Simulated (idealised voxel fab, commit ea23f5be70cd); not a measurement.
The name of this process module is voxel wiring stack.
Square cells of 5 nm make up the cross-section cut, whose width is 220 nm.
This document writes a cross-section as a grid whose cells are square, and gives it as bands, listed from the top down; one or more rows of cells form a band. First you get the band's top height and its bottom height, in nm, and then the materials it's made of, left to right, with each width in nm. If you see a single material with "everywhere", that one covers the band edge to edge. "air" is empty space. Beneath 0, the wafer as received is one material, and that level is where height counting begins. The lowest band goes on downward without a bottom; it is written like "0 -> down". Top row gets the first number, bottom row gets the second, and each row in between changes by the same step: that is how a band width like "30->40" works. Reading "all unchanged" for a step: not a cell of the cross-section changed in it. So "Closed cavities" is basically the list of trapped voids: any empty space of 8 cells or more that can't reach the top through an opening. They're written width x height at distance, the distance being from the left edge, and it's all nm. That trailing text on a step's line, after the settings, is the simulator's own remark on the step. overlay nm: right-of-plan distance of the mask on a masked step; negative values mean left-of-plan.

### The planned process steps are enumerated hereunder
1: RECEIVE with material Si
2: CONFORMAL_DEP with material SiO2, thk nm 10
3: CONFORMAL_DEP with material SiN, thk nm 5
4: DIRECTIONAL_DEP with material lowk, thk nm 20
5: MASKED_ETCH with tone open, mask id METAL_1, width nm 30, pitch nm 50, etch materials lowk, depth nm 20, overlay nm 0
6: MASKED_ETCH with tone open, mask id METAL_1, width nm 30, pitch nm 50, etch materials SiN, depth nm 5, overlay nm 0
7: CONFORMAL_DEP with material TiN, thk nm 5
8: FILL_DEP with material Cu, thk nm 10
9: CMP with height nm 35
10: EPI with material Ru, thk nm 5
11: FILL_DEP with material SiCN, thk nm 5
12: DIRECTIONAL_DEP with material lowk, thk nm 20
13: MASKED_ETCH with tone open, mask id PLUG_1, width nm 15, etch materials lowk, depth nm 20, overlay nm 0
14: MASKED_ETCH with tone open, mask id PLUG_1, width nm 15, etch materials SiCN, depth nm 5, overlay nm 0
15: EPI with material Ru, thk nm 10
16: EPI with material Ru, thk nm 10
17: EPI with material Ru, thk nm 5
18: CONFORMAL_DEP with material SiN, thk nm 5
19: DIRECTIONAL_DEP with material lowk, thk nm 25
20: MASKED_ETCH with tone open, mask id METAL_2, width nm 30, pitch nm 50, etch materials lowk, depth nm 25, overlay nm 0
21: MASKED_ETCH with tone open, mask id METAL_2, width nm 30, pitch nm 50, etch materials SiN, depth nm 5, overlay nm 0
22: CONFORMAL_DEP with material TiN, thk nm 5
23: FILL_DEP with material W, thk nm 10
24: CMP with height nm 95
25: CONFORMAL_DEP with material SiCN, thk nm 5
26: DIRECTIONAL_DEP with material SiO2, thk nm 15
27: PATTERN with tone open, mask id PLUG_2, material resist, width nm 15, pitch nm 50, thk nm 20, overlay nm 0
28: DIRECTIONAL_ETCH with etch materials SiO2, depth nm 15
29: DIRECTIONAL_ETCH with etch materials SiCN, depth nm 5
30: STRIP with etch materials resist
31: EPI with material Ru, thk nm 10
32: EPI with material Ru, thk nm 10
33: CONFORMAL_DEP with material SiCN, thk nm 5
34: DIRECTIONAL_DEP with material SiO2, thk nm 15
35: MASKED_ETCH with tone open, mask id METAL_3, width nm 30, pitch nm 50, etch materials SiO2, depth nm 15, overlay nm 0
36: MASKED_ETCH with tone open, mask id METAL_3, width nm 30, pitch nm 50, etch materials SiCN, depth nm 5, overlay nm 0
37: CONFORMAL_DEP with material TiN, thk nm 5
38: FILL_DEP with material W, thk nm 5
39: CMP with height nm 135
40: EPI with material Ru, thk nm 5
41: FILL_DEP with material SiCN, thk nm 5
42: DIRECTIONAL_DEP with material SiO2, thk nm 10
43: MASKED_ETCH with tone open, mask id PLUG_3, width nm 15, pitch nm 50, etch materials SiO2, depth nm 10, overlay nm 0
44: MASKED_ETCH with tone open, mask id PLUG_3, width nm 15, pitch nm 50, etch materials SiCN, depth nm 5, overlay nm 0
45: EPI with material Ru, thk nm 10
46: EPI with material Ru, thk nm 5
47: CONFORMAL_DEP with material SiCN, thk nm 5
48: DIRECTIONAL_DEP with material lowk, thk nm 15
49: MASKED_ETCH with tone open, mask id METAL_4, width nm 30, pitch nm 50, etch materials lowk, depth nm 15, overlay nm 0
50: MASKED_ETCH with tone open, mask id METAL_4, width nm 30, pitch nm 50, etch materials SiCN, depth nm 5, overlay nm 0
51: CONFORMAL_DEP with material TiN, thk nm 5
52: FILL_DEP with material W, thk nm 10
53: CMP with height nm 175
54: CONFORMAL_DEP with material SiCN, thk nm 5

### First of the two wafers, run per plan

### Wafer as received: cross-section following step 1
	0 -> down  Si everywhere
	Closed cavities: none

### Wafer section view after processing step 2
	10 -> 0  SiO2 everywhere
	below 0: unchanged

### Wafer section view after processing step 3
	15 -> 10  SiN everywhere
	below 10: unchanged

### Wafer section view after processing step 4
	35 -> 15  lowk everywhere
	below 15: unchanged

### Wafer section view after processing step 5
	35 -> 15  lowk=70 / air=30 / lowk=20 / air=30 / lowk=70
	below 15: unchanged

### Wafer section view after processing step 6
	35 -> 15  lowk=70 / air=30 / lowk=20 / air=30 / lowk=70
	15 -> 10  SiN=70 / air=30 / SiN=20 / air=30 / SiN=70
	below 10: unchanged

### Wafer section view after processing step 7
	40 -> 35  TiN=75 / air=20 / TiN=30 / air=20 / TiN=75
	35 -> 15  lowk=70 / TiN=5 / air=20 / TiN=5 / lowk=20 / TiN=5 / air=20 / TiN=5 / lowk=70
	15 -> 10  SiN=70 / TiN=30 / SiN=20 / TiN=30 / SiN=70
	below 10: unchanged

### Wafer section view after processing step 8
	50 -> 40  Cu everywhere
	40 -> 35  TiN=75 / Cu=20 / TiN=30 / Cu=20 / TiN=75
	35 -> 15  lowk=70 / TiN=5 / Cu=20 / TiN=5 / lowk=20 / TiN=5 / Cu=20 / TiN=5 / lowk=70
	below 15: unchanged

### Wafer section view after processing step 9
	35 -> 15  lowk=70 / TiN=5 / Cu=20 / TiN=5 / lowk=20 / TiN=5 / Cu=20 / TiN=5 / lowk=70
	below 15: unchanged

### Wafer section view after processing step 10
	40 -> 35  air=65 / Ru=40 / air=10 / Ru=40 / air=65
	below 35: unchanged

### Wafer section view after processing step 11
	45 -> 40  SiCN everywhere
	40 -> 35  SiCN=65 / Ru=40 / SiCN=10 / Ru=40 / SiCN=65
	below 35: unchanged

### Wafer section view after processing step 12
	65 -> 45  lowk everywhere
	below 45: unchanged

### Wafer section view after processing step 13
	65 -> 45  lowk=70 / air=15 / lowk=135
	below 45: unchanged

### Wafer section view after processing step 14
	65 -> 45  lowk=70 / air=15 / lowk=135
	45 -> 40  SiCN=70 / air=15 / SiCN=135
	below 40: unchanged

### Wafer section view after processing step 15
	65 -> 50  lowk=70 / air=15 / lowk=135
	50 -> 45  lowk=70 / Ru=15 / lowk=135
	45 -> 40  SiCN=70 / Ru=15 / SiCN=135
	below 40: unchanged

### Wafer section view after processing step 16
	65 -> 60  lowk=70 / air=15 / lowk=135
	60 -> 45  lowk=70 / Ru=15 / lowk=135
	below 45: unchanged

### Wafer section view after processing step 17
	65 -> 45  lowk=70 / Ru=15 / lowk=135
	below 45: unchanged

### Wafer section view after processing step 18
	70 -> 65  SiN everywhere
	below 65: unchanged

### Wafer section view after processing step 19
	95 -> 70  lowk everywhere
	below 70: unchanged

### Wafer section view after processing step 20
	95 -> 70  lowk=70 / air=30 / lowk=20 / air=30 / lowk=70
	below 70: unchanged

### Wafer section view after processing step 21
	95 -> 70  lowk=70 / air=30 / lowk=20 / air=30 / lowk=70
	70 -> 65  SiN=70 / air=30 / SiN=20 / air=30 / SiN=70
	below 65: unchanged

### Wafer section view after processing step 22
	100 -> 95  TiN=75 / air=20 / TiN=30 / air=20 / TiN=75
	95 -> 70  lowk=70 / TiN=5 / air=20 / TiN=5 / lowk=20 / TiN=5 / air=20 / TiN=5 / lowk=70
	70 -> 65  SiN=70 / TiN=30 / SiN=20 / TiN=30 / SiN=70
	below 65: unchanged

### Wafer section view after processing step 23
	110 -> 100  W everywhere
	100 -> 95  TiN=75 / W=20 / TiN=30 / W=20 / TiN=75
	95 -> 70  lowk=70 / TiN=5 / W=20 / TiN=5 / lowk=20 / TiN=5 / W=20 / TiN=5 / lowk=70
	below 70: unchanged

### Wafer section view after processing step 24
	95 -> 70  lowk=70 / TiN=5 / W=20 / TiN=5 / lowk=20 / TiN=5 / W=20 / TiN=5 / lowk=70
	below 70: unchanged

### Wafer section view after processing step 25
	100 -> 95  SiCN everywhere
	below 95: unchanged

### Wafer section view after processing step 26
	115 -> 100  SiO2 everywhere
	below 100: unchanged

### Wafer section view after processing step 27
	135 -> 115  resist=70 / air=15 / resist=35 / air=15 / resist=85
	below 115: unchanged

### Wafer section view after processing step 28
	135 -> 115  resist=70 / air=15 / resist=35 / air=15 / resist=85
	115 -> 100  SiO2=70 / air=15 / SiO2=35 / air=15 / SiO2=85
	below 100: unchanged

### Wafer section view after processing step 29
	135 -> 115  resist=70 / air=15 / resist=35 / air=15 / resist=85
	115 -> 100  SiO2=70 / air=15 / SiO2=35 / air=15 / SiO2=85
	100 -> 95  SiCN=70 / air=15 / SiCN=35 / air=15 / SiCN=85
	below 95: unchanged

### Wafer section view after processing step 30
	115 -> 100  SiO2=70 / air=15 / SiO2=35 / air=15 / SiO2=85
	below 100: unchanged

### Wafer section view after processing step 31
	115 -> 105  SiO2=70 / air=15 / SiO2=35 / air=15 / SiO2=85
	105 -> 100  SiO2=70 / Ru=15 / SiO2=35 / Ru=15 / SiO2=85
	100 -> 95  SiCN=70 / Ru=15 / SiCN=35 / Ru=15 / SiCN=85
	below 95: unchanged

### Wafer section view after processing step 32
	115 -> 100  SiO2=70 / Ru=15 / SiO2=35 / Ru=15 / SiO2=85
	below 100: unchanged

### Wafer section view after processing step 33
	120 -> 115  SiCN everywhere
	below 115: unchanged

### Wafer section view after processing step 34
	135 -> 120  SiO2 everywhere
	below 120: unchanged

### Wafer section view after processing step 35
	135 -> 120  SiO2=70 / air=30 / SiO2=20 / air=30 / SiO2=70
	below 120: unchanged

### Wafer section view after processing step 36
	135 -> 120  SiO2=70 / air=30 / SiO2=20 / air=30 / SiO2=70
	120 -> 115  SiCN=70 / air=30 / SiCN=20 / air=30 / SiCN=70
	below 115: unchanged

### Wafer section view after processing step 37
	140 -> 135  TiN=75 / air=20 / TiN=30 / air=20 / TiN=75
	135 -> 120  SiO2=70 / TiN=5 / air=20 / TiN=5 / SiO2=20 / TiN=5 / air=20 / TiN=5 / SiO2=70
	120 -> 115  SiCN=70 / TiN=30 / SiCN=20 / TiN=30 / SiCN=70
	below 115: unchanged

### Wafer section view after processing step 38
	145 -> 140  W everywhere
	140 -> 135  TiN=75 / W=20 / TiN=30 / W=20 / TiN=75
	135 -> 120  SiO2=70 / TiN=5 / W=20 / TiN=5 / SiO2=20 / TiN=5 / W=20 / TiN=5 / SiO2=70
	below 120: unchanged

### Wafer section view after processing step 39
	135 -> 120  SiO2=70 / TiN=5 / W=20 / TiN=5 / SiO2=20 / TiN=5 / W=20 / TiN=5 / SiO2=70
	below 120: unchanged

### Wafer section view after processing step 40
	140 -> 135  air=65 / Ru=40 / air=10 / Ru=40 / air=65
	below 135: unchanged

### Wafer section view after processing step 41
	145 -> 140  SiCN everywhere
	140 -> 135  SiCN=65 / Ru=40 / SiCN=10 / Ru=40 / SiCN=65
	below 135: unchanged

### Wafer section view after processing step 42
	155 -> 145  SiO2 everywhere
	below 145: unchanged

### Wafer section view after processing step 43
	155 -> 145  SiO2=70 / air=15 / SiO2=35 / air=15 / SiO2=85
	below 145: unchanged

### Wafer section view after processing step 44
	155 -> 145  SiO2=70 / air=15 / SiO2=35 / air=15 / SiO2=85
	145 -> 140  SiCN=70 / air=15 / SiCN=35 / air=15 / SiCN=85
	below 140: unchanged

### Wafer section view after processing step 45
	155 -> 150  SiO2=70 / air=15 / SiO2=35 / air=15 / SiO2=85
	150 -> 145  SiO2=70 / Ru=15 / SiO2=35 / Ru=15 / SiO2=85
	145 -> 135  SiCN=70->65 / Ru=15->40 / SiCN=35->10 / Ru=15->40 / SiCN=85->65
	below 135: unchanged

### Wafer section view after processing step 46
	155 -> 145  SiO2=70 / Ru=15 / SiO2=35 / Ru=15 / SiO2=85
	below 145: unchanged

### Wafer section view after processing step 47
	160 -> 155  SiCN everywhere
	below 155: unchanged

### Wafer section view after processing step 48
	175 -> 160  lowk everywhere
	below 160: unchanged

### Wafer section view after processing step 49
	175 -> 160  lowk=70 / air=30 / lowk=20 / air=30 / lowk=70
	below 160: unchanged

### Wafer section view after processing step 50
	175 -> 160  lowk=70 / air=30 / lowk=20 / air=30 / lowk=70
	160 -> 155  SiCN=70 / air=30 / SiCN=20 / air=30 / SiCN=70
	below 155: unchanged

### Wafer section view after processing step 51
	180 -> 175  TiN=75 / air=20 / TiN=30 / air=20 / TiN=75
	175 -> 160  lowk=70 / TiN=5 / air=20 / TiN=5 / lowk=20 / TiN=5 / air=20 / TiN=5 / lowk=70
	160 -> 155  SiCN=70 / TiN=30 / SiCN=20 / TiN=30 / SiCN=70
	below 155: unchanged

### Wafer section view after processing step 52
	190 -> 180  W everywhere
	180 -> 175  TiN=75 / W=20 / TiN=30 / W=20 / TiN=75
	175 -> 160  lowk=70 / TiN=5 / W=20 / TiN=5 / lowk=20 / TiN=5 / W=20 / TiN=5 / lowk=70
	below 160: unchanged

### Wafer section view after processing step 53
	175 -> 160  lowk=70 / TiN=5 / W=20 / TiN=5 / lowk=20 / TiN=5 / W=20 / TiN=5 / lowk=70
	below 160: unchanged

### Wafer section view after processing step 54
	180 -> 175  SiCN everywhere
	below 175: unchanged

### Wafer two of two - same starting point, same process plan, one mistake in execution; matches wafer one up to and including step 19

### Second wafer, cut view, end of step 20 per plan
	95 -> 70  lowk=70 / air=35 / lowk=15 / air=35 / lowk=65
	below 70: unchanged

### Second wafer, cut view, end of step 21 per plan
	95 -> 70  lowk=70 / air=35 / lowk=15 / air=35 / lowk=65
	70 -> 65  SiN=70 / air=30 / SiN=20 / air=30 / SiN=70
	below 65: unchanged

### Second wafer, cut view, end of step 22 per plan
	100 -> 95  TiN=75 / air=25 / TiN=25 / air=25 / TiN=70
	95 -> 75  lowk=70 / TiN=5 / air=25 / TiN=5 / lowk=15 / TiN=5 / air=25 / TiN=5 / lowk=65
	75 -> 70  lowk=70 / TiN=5 / air=20 / TiN=10 / lowk=15 / TiN=5 / air=20 / TiN=10 / lowk=65
	70 -> 65  SiN=70 / TiN=30 / SiN=20 / TiN=30 / SiN=70
	below 65: unchanged

### Second wafer, cut view, end of step 23 per plan
	110 -> 100  W everywhere
	100 -> 95  TiN=75 / W=25 / TiN=25 / W=25 / TiN=70
	95 -> 75  lowk=70 / TiN=5 / W=25 / TiN=5 / lowk=15 / TiN=5 / W=25 / TiN=5 / lowk=65
	75 -> 70  lowk=70 / TiN=5 / W=20 / TiN=10 / lowk=15 / TiN=5 / W=20 / TiN=10 / lowk=65
	below 70: unchanged

### Second wafer, cut view, end of step 24 per plan
	95 -> 75  lowk=70 / TiN=5 / W=25 / TiN=5 / lowk=15 / TiN=5 / W=25 / TiN=5 / lowk=65
	below 75: unchanged

### Second wafer, cut view, end of step 25 per plan
	100 -> 95  SiCN everywhere
	below 95: unchanged

### Second wafer, cut view, end of step 26 per plan
	115 -> 100  SiO2 everywhere
	below 100: unchanged

### Second wafer, cut view, end of step 27 per plan
	135 -> 115  resist=70 / air=15 / resist=35 / air=15 / resist=85
	below 115: unchanged

### Second wafer, cut view, end of step 28 per plan
	135 -> 115  resist=70 / air=15 / resist=35 / air=15 / resist=85
	115 -> 100  SiO2=70 / air=15 / SiO2=35 / air=15 / SiO2=85
	below 100: unchanged

### Second wafer, cut view, end of step 29 per plan
	135 -> 115  resist=70 / air=15 / resist=35 / air=15 / resist=85
	115 -> 100  SiO2=70 / air=15 / SiO2=35 / air=15 / SiO2=85
	100 -> 95  SiCN=70 / air=15 / SiCN=35 / air=15 / SiCN=85
	below 95: unchanged

### Second wafer, cut view, end of step 30 per plan
	115 -> 100  SiO2=70 / air=15 / SiO2=35 / air=15 / SiO2=85
	below 100: unchanged

### Second wafer, cut view, end of step 31 per plan
	115 -> 105  SiO2=70 / air=15 / SiO2=35 / air=15 / SiO2=85
	105 -> 100  SiO2=70 / Ru=15 / SiO2=35 / Ru=15 / SiO2=85
	100 -> 95  SiCN=70 / Ru=15 / SiCN=35 / Ru=15 / SiCN=85
	below 95: unchanged

### Second wafer, cut view, end of step 32 per plan
	115 -> 100  SiO2=70 / Ru=15 / SiO2=35 / Ru=15 / SiO2=85
	below 100: unchanged

### Second wafer, cut view, end of step 33 per plan
	120 -> 115  SiCN everywhere
	below 115: unchanged

### Second wafer, cut view, end of step 34 per plan
	135 -> 120  SiO2 everywhere
	below 120: unchanged

### Second wafer, cut view, end of step 35 per plan
	135 -> 120  SiO2=70 / air=30 / SiO2=20 / air=30 / SiO2=70
	below 120: unchanged

### Second wafer, cut view, end of step 36 per plan
	135 -> 120  SiO2=70 / air=30 / SiO2=20 / air=30 / SiO2=70
	120 -> 115  SiCN=70 / air=30 / SiCN=20 / air=30 / SiCN=70
	below 115: unchanged

### Second wafer, cut view, end of step 37 per plan
	140 -> 135  TiN=75 / air=20 / TiN=30 / air=20 / TiN=75
	135 -> 120  SiO2=70 / TiN=5 / air=20 / TiN=5 / SiO2=20 / TiN=5 / air=20 / TiN=5 / SiO2=70
	120 -> 115  SiCN=70 / TiN=30 / SiCN=20 / TiN=30 / SiCN=70
	below 115: unchanged

### Second wafer, cut view, end of step 38 per plan
	145 -> 140  W everywhere
	140 -> 135  TiN=75 / W=20 / TiN=30 / W=20 / TiN=75
	135 -> 120  SiO2=70 / TiN=5 / W=20 / TiN=5 / SiO2=20 / TiN=5 / W=20 / TiN=5 / SiO2=70
	below 120: unchanged

### Second wafer, cut view, end of step 39 per plan
	135 -> 120  SiO2=70 / TiN=5 / W=20 / TiN=5 / SiO2=20 / TiN=5 / W=20 / TiN=5 / SiO2=70
	below 120: unchanged

### Second wafer, cut view, end of step 40 per plan
	140 -> 135  air=65 / Ru=40 / air=10 / Ru=40 / air=65
	below 135: unchanged

### Second wafer, cut view, end of step 41 per plan
	145 -> 140  SiCN everywhere
	140 -> 135  SiCN=65 / Ru=40 / SiCN=10 / Ru=40 / SiCN=65
	below 135: unchanged

### Second wafer, cut view, end of step 42 per plan
	155 -> 145  SiO2 everywhere
	below 145: unchanged

### Second wafer, cut view, end of step 43 per plan
	155 -> 145  SiO2=70 / air=15 / SiO2=35 / air=15 / SiO2=85
	below 145: unchanged

### Second wafer, cut view, end of step 44 per plan
	155 -> 145  SiO2=70 / air=15 / SiO2=35 / air=15 / SiO2=85
	145 -> 140  SiCN=70 / air=15 / SiCN=35 / air=15 / SiCN=85
	below 140: unchanged

### Second wafer, cut view, end of step 45 per plan
	155 -> 150  SiO2=70 / air=15 / SiO2=35 / air=15 / SiO2=85
	150 -> 145  SiO2=70 / Ru=15 / SiO2=35 / Ru=15 / SiO2=85
	145 -> 135  SiCN=70->65 / Ru=15->40 / SiCN=35->10 / Ru=15->40 / SiCN=85->65
	below 135: unchanged

### Second wafer, cut view, end of step 46 per plan
	155 -> 145  SiO2=70 / Ru=15 / SiO2=35 / Ru=15 / SiO2=85
	below 145: unchanged

### Second wafer, cut view, end of step 47 per plan
	160 -> 155  SiCN everywhere
	below 155: unchanged

### Second wafer, cut view, end of step 48 per plan
	175 -> 160  lowk everywhere
	below 160: unchanged

### Second wafer, cut view, end of step 49 per plan
	175 -> 160  lowk=70 / air=30 / lowk=20 / air=30 / lowk=70
	below 160: unchanged

### Second wafer, cut view, end of step 50 per plan
	175 -> 160  lowk=70 / air=30 / lowk=20 / air=30 / lowk=70
	160 -> 155  SiCN=70 / air=30 / SiCN=20 / air=30 / SiCN=70
	below 155: unchanged

### Second wafer, cut view, end of step 51 per plan
	180 -> 175  TiN=75 / air=20 / TiN=30 / air=20 / TiN=75
	175 -> 160  lowk=70 / TiN=5 / air=20 / TiN=5 / lowk=20 / TiN=5 / air=20 / TiN=5 / lowk=70
	160 -> 155  SiCN=70 / TiN=30 / SiCN=20 / TiN=30 / SiCN=70
	below 155: unchanged

### Second wafer, cut view, end of step 52 per plan
	190 -> 180  W everywhere
	180 -> 175  TiN=75 / W=20 / TiN=30 / W=20 / TiN=75
	175 -> 160  lowk=70 / TiN=5 / W=20 / TiN=5 / lowk=20 / TiN=5 / W=20 / TiN=5 / lowk=70
	below 160: unchanged

### Second wafer, cut view, end of step 53 per plan
	175 -> 160  lowk=70 / TiN=5 / W=20 / TiN=5 / lowk=20 / TiN=5 / W=20 / TiN=5 / lowk=70
	below 160: unchanged

### Second wafer, cut view, end of step 54 per plan
	180 -> 175  SiCN everywhere
	below 175: unchanged
Nonconformance to the process plan: it should be noted that step 20 was executed with settings other than those planned, the operation and settings actually applied being MASKED_ETCH with tone open, mask id METAL_2, width nm 35, pitch nm 50, etch materials lowk, depth nm 25, overlay nm 0
End check, counted in cells, second wafer has more or fewer of these materials than the first: TiN: 2 more | W: 8 more | lowk: 10 fewer
